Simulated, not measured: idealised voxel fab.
You're looking at the process module voxel self aligned vias.
Cross-section cut spans 255 nm and uses square cells 5 nm in size.
This document writes a cross-section as a grid whose cells are square, and gives it as bands, listed from the top down; one or more rows of cells form a band.
Band entry format. Leading values: height of top, height of bottom, nm. Remainder: materials in left-to-right order, each with its width in nm. Special words: "all across" on a single material, which then fills the band edge to edge; "empty", empty space.
Convention: height 0 is the level below which the wafer, as received, is all one material. The lowest band does not terminate at the bottom but continues downward, represented as "z 0 and below".
A width such as "30->40" changes by the same amount from each row of cells to the next, from the band's top row to its bottom row.
What does "identical to before" mean for a step? It means no cell of the cross-section changed in that step.
Entry "Completely sealed voids" = empty spaces >= 8 cells with no open way to the top; each as width x height at distance, distance from left edge, all nm.
Post-settings text on a step line: simulator's own remark regarding the step.
Steps that use a mask can have "overlay nm" on their line. It says how far the mask sat to the right of where it was meant to be. Negative means to the left.
Process steps (planned)
step 1: RECEIVE (material Si)
step 2: CONFORMAL_DEP (material SiO2; thk nm 10)
step 3: CONFORMAL_DEP (material SiCN; thk nm 5)
step 4: DIRECTIONAL_DEP (material SiO2; thk nm 25)
step 5: MASKED_ETCH (tone open; mask id LINES; width nm 25; pitch nm 60; etch materials SiO2; depth nm 25; overlay nm 0)
step 6: CONFORMAL_DEP (material TiN; thk nm 5)
step 7: FILL_DEP (material W; thk nm 5)
step 8: CMP (height nm 40)
step 9: SELECTIVE_ETCH (etch materials W Ru TiN; depth nm 10)
step 10: FILL_DEP (material SiN; thk nm 10)
step 11: CMP (height nm 40)
step 12: DIRECTIONAL_DEP (material SiO2; thk nm 20)
step 13: MASKED_ETCH (tone open; mask id VIAS; width nm 45; pitch nm 120; etch materials SiO2; depth nm 20; overlay nm 0)
step 14: MASKED_ETCH (tone open; mask id VIAS; width nm 45; pitch nm 120; etch materials SiN; depth nm 10; overlay nm 0)
step 15: CONFORMAL_DEP (material TiN; thk nm 5)
step 16: FILL_DEP (material Cu; thk nm 5)
step 17: CMP (height nm 60)
step 18: CONFORMAL_DEP (material SiCN; thk nm 5)
Wafer, first of two, run as planned
Wafer cross-section on receipt, i.e. after step 1
> z 0 and below = Si all across
> Completely sealed voids: none
Sectional view: wafer, after step 2
> z 10 to 0 = SiO2 all across
> Below 0, no change.
Sectional view: wafer, after step 3
> z 15 to 10 = SiCN all across
> Below 10, no change.
Sectional view: wafer, after step 4
> z 40 to 15 = SiO2 all across
> Below 15, no change.
Sectional view: wafer, after step 5
> z 40 to 15 = SiO2 (55), empty (25), SiO2 (35), empty (25), SiO2 (35), empty (25), SiO2 (55)
> Below 15, no change.
Sectional view: wafer, after step 6
> z 45 to 40 = TiN (60), empty (15), TiN (45), empty (15), TiN (45), empty (15), TiN (60)
> z 40 to 20 = SiO2 (55), TiN (5), empty (15), TiN (5), SiO2 (35), TiN (5), empty (15), TiN (5), SiO2 (35), TiN (5), empty (15), TiN (5), SiO2 (55)
> z 20 to 15 = SiO2 (55), TiN (25), SiO2 (35), TiN (25), SiO2 (35), TiN (25), SiO2 (55)
> Below 15, no change.
Sectional view: wafer, after step 7
> z 50 to 45 = W all across
> z 45 to 40 = TiN (60), W (15), TiN (45), W (15), TiN (45), W (15), TiN (60)
> z 40 to 20 = SiO2 (55), TiN (5), W (15), TiN (5), SiO2 (35), TiN (5), W (15), TiN (5), SiO2 (35), TiN (5), W (15), TiN (5), SiO2 (55)
> Below 20, no change.
Sectional view: wafer, after step 8
> z 40 to 20 = SiO2 (55), TiN (5), W (15), TiN (5), SiO2 (35), TiN (5), W (15), TiN (5), SiO2 (35), TiN (5), W (15), TiN (5), SiO2 (55)
> Below 20, no change.
Sectional view: wafer, after step 9
> z 40 to 30 = SiO2 (55), empty (25), SiO2 (35), empty (25), SiO2 (35), empty (25), SiO2 (55)
> Below 30, no change.
Sectional view: wafer, after step 10
> z 50 to 40 = SiN all across
> z 40 to 30 = SiO2 (55), SiN (25), SiO2 (35), SiN (25), SiO2 (35), SiN (25), SiO2 (55)
> Below 30, no change.
Sectional view: wafer, after step 11
> z 40 to 30 = SiO2 (55), SiN (25), SiO2 (35), SiN (25), SiO2 (35), SiN (25), SiO2 (55)
> Below 30, no change.
Sectional view: wafer, after step 12
> z 60 to 40 = SiO2 all across
> Below 40, no change.
Sectional view: wafer, after step 13
> z 60 to 40 = SiO2 (45), empty (45), SiO2 (75), empty (45), SiO2 (45)
> Below 40, no change.
Sectional view: wafer, after step 14
> z 60 to 40 = SiO2 (45), empty (45), SiO2 (75), empty (45), SiO2 (45)
> z 40 to 30 = SiO2 (55), empty (25), SiO2 (35), SiN (25), SiO2 (35), empty (25), SiO2 (55)
> Below 30, no change.
Sectional view: wafer, after step 15
> z 65 to 60 = TiN (50), empty (35), TiN (85), empty (35), TiN (50)
> z 60 to 45 = SiO2 (45), TiN (5), empty (35), TiN (5), SiO2 (75), TiN (5), empty (35), TiN (5), SiO2 (45)
> z 45 to 40 = SiO2 (45), TiN (15), empty (15), TiN (15), SiO2 (75), TiN (15), empty (15), TiN (15), SiO2 (45)
> z 40 to 35 = SiO2 (55), TiN (5), empty (15), TiN (5), SiO2 (35), SiN (25), SiO2 (35), TiN (5), empty (15), TiN (5), SiO2 (55)
> z 35 to 30 = SiO2 (55), TiN (25), SiO2 (35), SiN (25), SiO2 (35), TiN (25), SiO2 (55)
> Below 30, no change.
Sectional view: wafer, after step 16
> z 70 to 65 = Cu all across
> z 65 to 60 = TiN (50), Cu (35), TiN (85), Cu (35), TiN (50)
> z 60 to 45 = SiO2 (45), TiN (5), Cu (35), TiN (5), SiO2 (75), TiN (5), Cu (35), TiN (5), SiO2 (45)
> z 45 to 40 = SiO2 (45), TiN (15), Cu (15), TiN (15), SiO2 (75), TiN (15), Cu (15), TiN (15), SiO2 (45)
> z 40 to 35 = SiO2 (55), TiN (5), Cu (15), TiN (5), SiO2 (35), SiN (25), SiO2 (35), TiN (5), Cu (15), TiN (5), SiO2 (55)
> Below 35, no change.
Sectional view: wafer, after step 17
> z 60 to 45 = SiO2 (45), TiN (5), Cu (35), TiN (5), SiO2 (75), TiN (5), Cu (35), TiN (5), SiO2 (45)
> Below 45, no change.
Sectional view: wafer, after step 18
> z 65 to 60 = SiCN all across
> Below 60, no change.
For the second wafer, take the first wafer's start and plan, then add one mistake made in running it; everything through step 4, that step included, is shared with the first
Cross-section of the second wafer corresponding to the planned conclusion of step 5
> z 40 to 15 = empty (55), SiO2 (25), empty (35), SiO2 (25), empty (35), SiO2 (25), empty (55)
> Below 15, no change.
Cross-section of the second wafer corresponding to the planned conclusion of step 6
> z 45 to 40 = empty (50), TiN (35), empty (25), TiN (35), empty (25), TiN (35), empty (50)
> z 40 to 20 = empty (50), TiN (5), SiO2 (25), TiN (5), empty (25), TiN (5), SiO2 (25), TiN (5), empty (25), TiN (5), SiO2 (25), TiN (5), empty (50)
> z 20 to 15 = TiN (55), SiO2 (25), TiN (35), SiO2 (25), TiN (35), SiO2 (25), TiN (55)
> Below 15, no change.
Cross-section of the second wafer corresponding to the planned conclusion of step 7
> z 50 to 45 = W all across
> z 45 to 40 = W (50), TiN (35), W (25), TiN (35), W (25), TiN (35), W (50)
> z 40 to 20 = W (50), TiN (5), SiO2 (25), TiN (5), W (25), TiN (5), SiO2 (25), TiN (5), W (25), TiN (5), SiO2 (25), TiN (5), W (50)
> Below 20, no change.
Cross-section of the second wafer corresponding to the planned conclusion of step 8
> z 40 to 20 = W (50), TiN (5), SiO2 (25), TiN (5), W (25), TiN (5), SiO2 (25), TiN (5), W (25), TiN (5), SiO2 (25), TiN (5), W (50)
> Below 20, no change.
Cross-section of the second wafer corresponding to the planned conclusion of step 9
> z 40 to 30 = empty (55), SiO2 (25), empty (35), SiO2 (25), empty (35), SiO2 (25), empty (55)
> Below 30, no change.
Cross-section of the second wafer corresponding to the planned conclusion of step 10
> z 50 to 40 = SiN all across
> z 40 to 30 = SiN (55), SiO2 (25), SiN (35), SiO2 (25), SiN (35), SiO2 (25), SiN (55)
> Below 30, no change.
Cross-section of the second wafer corresponding to the planned conclusion of step 11
> z 40 to 30 = SiN (55), SiO2 (25), SiN (35), SiO2 (25), SiN (35), SiO2 (25), SiN (55)
> Below 30, no change.
Cross-section of the second wafer corresponding to the planned conclusion of step 12
> z 60 to 40 = SiO2 all across
> Below 40, no change.
Cross-section of the second wafer corresponding to the planned conclusion of step 13
> z 60 to 40 = SiO2 (45), empty (45), SiO2 (75), empty (45), SiO2 (45)
> Below 40, no change.
Cross-section of the second wafer corresponding to the planned conclusion of step 14
> z 60 to 40 = SiO2 (45), empty (45), SiO2 (75), empty (45), SiO2 (45)
> z 40 to 30 = SiN (45), empty (10), SiO2 (25), empty (10), SiN (25), SiO2 (25), SiN (25), empty (10), SiO2 (25), empty (10), SiN (45)
> Below 30, no change.
Cross-section of the second wafer corresponding to the planned conclusion of step 15
> z 65 to 60 = TiN (50), empty (35), TiN (85), empty (35), TiN (50)
> z 60 to 45 = SiO2 (45), TiN (5), empty (35), TiN (5), SiO2 (75), TiN (5), empty (35), TiN (5), SiO2 (45)
> z 45 to 40 = SiO2 (45), TiN (45), SiO2 (75), TiN (45), SiO2 (45)
> z 40 to 30 = SiN (45), TiN (10), SiO2 (25), TiN (10), SiN (25), SiO2 (25), SiN (25), TiN (10), SiO2 (25), TiN (10), SiN (45)
> Below 30, no change.
Cross-section of the second wafer corresponding to the planned conclusion of step 16
> z 70 to 65 = Cu all across
> z 65 to 60 = TiN (50), Cu (35), TiN (85), Cu (35), TiN (50)
> z 60 to 45 = SiO2 (45), TiN (5), Cu (35), TiN (5), SiO2 (75), TiN (5), Cu (35), TiN (5), SiO2 (45)
> Below 45, no change.
Cross-section of the second wafer corresponding to the planned conclusion of step 17
> z 60 to 45 = SiO2 (45), TiN (5), Cu (35), TiN (5), SiO2 (75), TiN (5), Cu (35), TiN (5), SiO2 (45)
> Below 45, no change.
Cross-section of the second wafer corresponding to the planned conclusion of step 18
> z 65 to 60 = SiCN all across
> Below 60, no change.
What was the processing mistake? step 5 was processed under conditions differing from the plan, specifically as MASKED_ETCH (tone cover; mask id LINES; width nm 25; pitch nm 60; etch materials SiO2; depth nm 25; overlay nm 0)
The second wafer ends with more or fewer cells of some materials than the first, per final count: -12 Cu, +46 SiN, -105 SiO2, +29 TiN, +42 W
